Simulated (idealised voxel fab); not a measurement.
The document below concerns the process module designated voxel transistor to metal.
The cross-section shown here is cut; it is 275 nm wide and divided into square cells measuring 5 nm on a side.
Cross-section, as written here: a square-cell grid given band by band from the top down, where a band holds one or more rows of cells. In this notation a band is specified by the heights of its top and bottom, in that order and in nm, after which its materials appear from left to right, each paired with its width in nm. The word "all across" attached to a single material means that material fills the band from edge to edge; the word "empty" stands for empty space. It should be noted that heights are counted from 0, beneath which the wafer as supplied is of one material throughout, and that the lowest band possesses no lower boundary but continues downward, as written in "0 and below". Width spec "30..40" -> top row of cells at first value, bottom row at second value, equal per-row change in between. Where the words "same as before" appear for a step, the cross-section shows no cell changed by that step; every cell remained as before. Under "Unvented voids" you'll find the enclosed gaps, the ones with no way out to the top, that are 8 cells or bigger; each reads width x height at distance, with distance counted from the left edge, everything in nm. Heads up: the bit after the settings on a step's line is the simulator's remark on that step. "overlay nm" denotes, for a step that has a mask, the displacement of the mask to the right of its planned place, with negative values corresponding to the left.

List of planned process steps
1,RECEIVE: material Si
2,OXIDIZE: depth nm 5
3,CONFORMAL_DEP: material SiN, thk nm 15
4,DIRECTIONAL_DEP: material aC, thk nm 15
5,PATTERN: tone cover, mask id ACTIVE, material resist, width nm 105, pitch nm 130, thk nm 30, overlay nm -5
6,DIRECTIONAL_ETCH: etch materials aC, depth nm 15
7,STRIP: etch materials resist
8,DIRECTIONAL_ETCH: etch materials SiN, depth nm 15
9,DIRECTIONAL_ETCH: etch materials SiO2, depth nm 5
10,DIRECTIONAL_ETCH: etch materials Si, depth nm 25
11,STRIP: etch materials aC
12,FILL_DEP: material SiO2, thk nm 10
13,CMP: height nm 15
14,SELECTIVE_ETCH: etch materials SiO2, depth nm 5
15,STRIP: etch materials SiN
16,SELECTIVE_ETCH: etch materials SiO2, depth nm 5
17,OXIDIZE: depth nm 5
18,DIRECTIONAL_DEP: material polySi, thk nm 30
19,DIRECTIONAL_DEP: material SiCN, thk nm 15
20,DIRECTIONAL_DEP: material aC, thk nm 10
21,PATTERN: tone cover, mask id GATE, material resist, width nm 25, pitch nm 130, thk nm 30, overlay nm 0
22,DIRECTIONAL_ETCH: etch materials aC, depth nm 10
23,STRIP: etch materials resist
24,DIRECTIONAL_ETCH: etch materials SiCN, depth nm 25
25,DIRECTIONAL_ETCH: etch materials polySi, depth nm 40
26,STRIP: etch materials aC
27,CONFORMAL_DEP: material SiN, thk nm 5
28,DIRECTIONAL_ETCH: etch materials SiN, depth nm 5
29,DIRECTIONAL_ETCH: etch materials SiO2, depth nm 5
30,DIRECTIONAL_ETCH: etch materials Si, depth nm 15
31,EPI: material pSi, thk nm 20
32,FILL_DEP: material SiO2, thk nm 5
33,CMP: height nm 40
34,DIRECTIONAL_DEP: material SiO2, thk nm 15
35,PATTERN: tone open, mask id CONTACT, material resist, width nm 30, pitch nm 65, thk nm 15, overlay nm 0
36,DIRECTIONAL_ETCH: etch materials SiO2, depth nm 60
37,STRIP: etch materials resist
38,CONFORMAL_DEP: material TiN, thk nm 5
39,FILL_DEP: material W, thk nm 5
40,CMP: height nm 55
41,DIRECTIONAL_DEP: material TiN, thk nm 5
42,DIRECTIONAL_DEP: material W, thk nm 25
43,MASKED_ETCH: tone cover, mask id METAL_1, width nm 15, etch materials W, depth nm 25, overlay nm 0
44,MASKED_ETCH: tone cover, mask id METAL_1, width nm 15, etch materials TiN, depth nm 5, overlay nm 0
45,CONFORMAL_DEP: material SiCN, thk nm 5
46,FILL_DEP: material SiO2, thk nm 5
47,CMP: height nm 85
48,CONFORMAL_DEP: material SiN, thk nm 5
The plan's step 5 overlay nm is the first wafer's value; the wafers differ in this setting and start identical.

first wafer as received, after step 1
- 0 and below  Si all across
- Unvented voids: none

Cross-section, first of several wafers, end of module, after last step 48
- 90 down to 85  SiN all across
- 85 down to 60  SiO2: 20 | SiCN: 5 | W: 15 | SiCN: 5 | SiO2: 55 | SiCN: 5 | W: 15 | SiCN: 5 | SiO2: 25 | SiCN: 5 | W: 15 | SiCN: 5 | SiO2: 55 | SiCN: 5 | W: 15 | SiCN: 5 | SiO2: 20
- 60 down to 55  SiCN: 25 | TiN: 15 | SiCN: 65 | TiN: 15 | SiCN: 35 | TiN: 15 | SiCN: 65 | TiN: 15 | SiCN: 25
- 55 down to 40  SiO2: 25 | TiN: 5 | W: 20 | TiN: 5 | SiO2: 35 | TiN: 5 | W: 20 | TiN: 5 | SiO2: 35 | TiN: 5 | W: 20 | TiN: 5 | SiO2: 35 | TiN: 5 | W: 20 | TiN: 5 | SiO2: 25
- 40 down to 25  SiO2: 25 | TiN: 5 | W: 20 | TiN: 5 | SiN: 5 | SiCN: 25 | SiN: 5 | TiN: 5 | W: 20 | TiN: 5 | SiO2: 35 | TiN: 5 | W: 20 | TiN: 5 | SiN: 5 | SiCN: 25 | SiN: 5 | TiN: 5 | W: 20 | TiN: 5 | SiO2: 25
- 25 down to 15  SiO2: 25 | TiN: 5 | W: 20 | TiN: 5 | SiN: 5 | polySi: 25 | SiN: 5 | TiN: 5 | W: 20 | TiN: 5 | SiO2: 35 | TiN: 5 | W: 20 | TiN: 5 | SiN: 5 | polySi: 25 | SiN: 5 | TiN: 5 | W: 20 | TiN: 5 | SiO2: 25
- 15 down to 10  SiO2: 25 | TiN: 30 | SiN: 5 | polySi: 25 | SiN: 5 | TiN: 30 | SiO2: 35 | TiN: 30 | SiN: 5 | polySi: 25 | SiN: 5 | TiN: 30 | SiO2: 25
- 10 down to 5  SiO2: 25 | TiN: 10 | pSi: 20 | SiN: 5 | polySi: 25 | SiN: 5 | pSi: 20 | TiN: 10 | SiO2: 35 | TiN: 10 | pSi: 20 | SiN: 5 | polySi: 25 | SiN: 5 | pSi: 20 | TiN: 10 | SiO2: 25
- 5 down to -5  SiO2: 10 | SiN: 5 | SiO2: 10 | TiN: 10 | pSi: 20 | SiN: 5 | polySi: 25 | SiN: 5 | pSi: 20 | TiN: 10 | SiN: 5 | SiO2: 15 | SiN: 5 | SiO2: 10 | TiN: 10 | pSi: 20 | SiN: 5 | polySi: 25 | SiN: 5 | pSi: 20 | TiN: 10 | SiN: 5 | SiO2: 20
- -5 down to -10  SiO2: 15 | pSi: 40 | SiO2: 35 | pSi: 30 | SiO2: 25 | pSi: 40 | SiO2: 35 | pSi: 30 | SiO2: 25
- -10 down to -25  SiO2: 15 | pSi: 40 | Si: 35 | pSi: 30 | SiO2: 25 | pSi: 40 | Si: 35 | pSi: 30 | SiO2: 25
- -25 down to -30  SiO2: 15 | Si: 105 | SiO2: 25 | Si: 105 | SiO2: 25
- -30 and below  Si all across
- Unvented voids: none

Last wafer, end of module, cross-section
- 90 down to 85  SiN all across
- 85 down to 60  SiO2: 20 | SiCN: 5 | W: 15 | SiCN: 5 | SiO2: 55 | SiCN: 5 | W: 15 | SiCN: 5 | SiO2: 25 | SiCN: 5 | W: 15 | SiCN: 5 | SiO2: 55 | SiCN: 5 | W: 15 | SiCN: 5 | SiO2: 20
- 60 down to 55  SiCN: 25 | TiN: 15 | SiCN: 65 | TiN: 15 | SiCN: 35 | TiN: 15 | SiCN: 65 | TiN: 15 | SiCN: 25
- 55 down to 40  SiO2: 25 | TiN: 5 | W: 20 | TiN: 5 | SiO2: 35 | TiN: 5 | W: 20 | TiN: 5 | SiO2: 35 | TiN: 5 | W: 20 | TiN: 5 | SiO2: 35 | TiN: 5 | W: 20 | TiN: 5 | SiO2: 25
- 40 down to 25  SiO2: 25 | TiN: 5 | W: 20 | TiN: 5 | SiN: 5 | SiCN: 25 | SiN: 5 | TiN: 5 | W: 20 | TiN: 5 | SiO2: 35 | TiN: 5 | W: 20 | TiN: 5 | SiN: 5 | SiCN: 25 | SiN: 5 | TiN: 5 | W: 20 | TiN: 5 | SiO2: 25
- 25 down to 15  SiO2: 25 | TiN: 5 | W: 20 | TiN: 5 | SiN: 5 | polySi: 25 | SiN: 5 | TiN: 5 | W: 20 | TiN: 5 | SiO2: 35 | TiN: 5 | W: 20 | TiN: 5 | SiN: 5 | polySi: 25 | SiN: 5 | TiN: 5 | W: 20 | TiN: 5 | SiO2: 25
- 15 down to 10  SiO2: 25 | TiN: 30 | SiN: 5 | polySi: 25 | SiN: 5 | TiN: 30 | SiO2: 35 | TiN: 30 | SiN: 5 | polySi: 25 | SiN: 5 | TiN: 30 | SiO2: 25
- 10 down to 5  SiO2: 25 | TiN: 10 | pSi: 20 | SiN: 5 | polySi: 25 | SiN: 5 | pSi: 20 | TiN: 10 | SiO2: 35 | TiN: 10 | pSi: 20 | SiN: 5 | polySi: 25 | SiN: 5 | pSi: 20 | TiN: 10 | SiO2: 25
- 5 down to -5  SiO2: 20 | SiN: 5 | TiN: 10 | pSi: 20 | SiN: 5 | polySi: 25 | SiN: 5 | pSi: 20 | TiN: 10 | SiO2: 10 | SiN: 5 | SiO2: 15 | SiN: 5 | TiN: 10 | pSi: 20 | SiN: 5 | polySi: 25 | SiN: 5 | pSi: 20 | TiN: 10 | SiO2: 10 | SiN: 5 | SiO2: 10
- -5 down to -10  SiO2: 25 | pSi: 30 | SiO2: 35 | pSi: 40 | SiO2: 25 | pSi: 30 | SiO2: 35 | pSi: 40 | SiO2: 15
- -10 down to -25  SiO2: 25 | pSi: 30 | Si: 35 | pSi: 40 | SiO2: 25 | pSi: 30 | Si: 35 | pSi: 40 | SiO2: 15
- -25 down to -30  SiO2: 25 | Si: 105 | SiO2: 25 | Si: 105 | SiO2: 15
- -30 and below  Si all across
- Unvented voids: none

Wafer rows, end of module: cells per material gained (+) or lost (-) since receipt; closed voids last
overlay nm -5, -246 Si, +113 SiCN, +99 SiN, +492 SiO2, +124 TiN, +188 W, +160 pSi, +60 polySi, Unvented voids: none
overlay nm 0, -246 Si, +113 SiCN, +99 SiN, +492 SiO2, +124 TiN, +188 W, +160 pSi, +60 polySi, Unvented voids: none
overlay nm 5, -246 Si, +113 SiCN, +99 SiN, +492 SiO2, +124 TiN, +188 W, +160 pSi, +60 polySi, Unvented voids: none
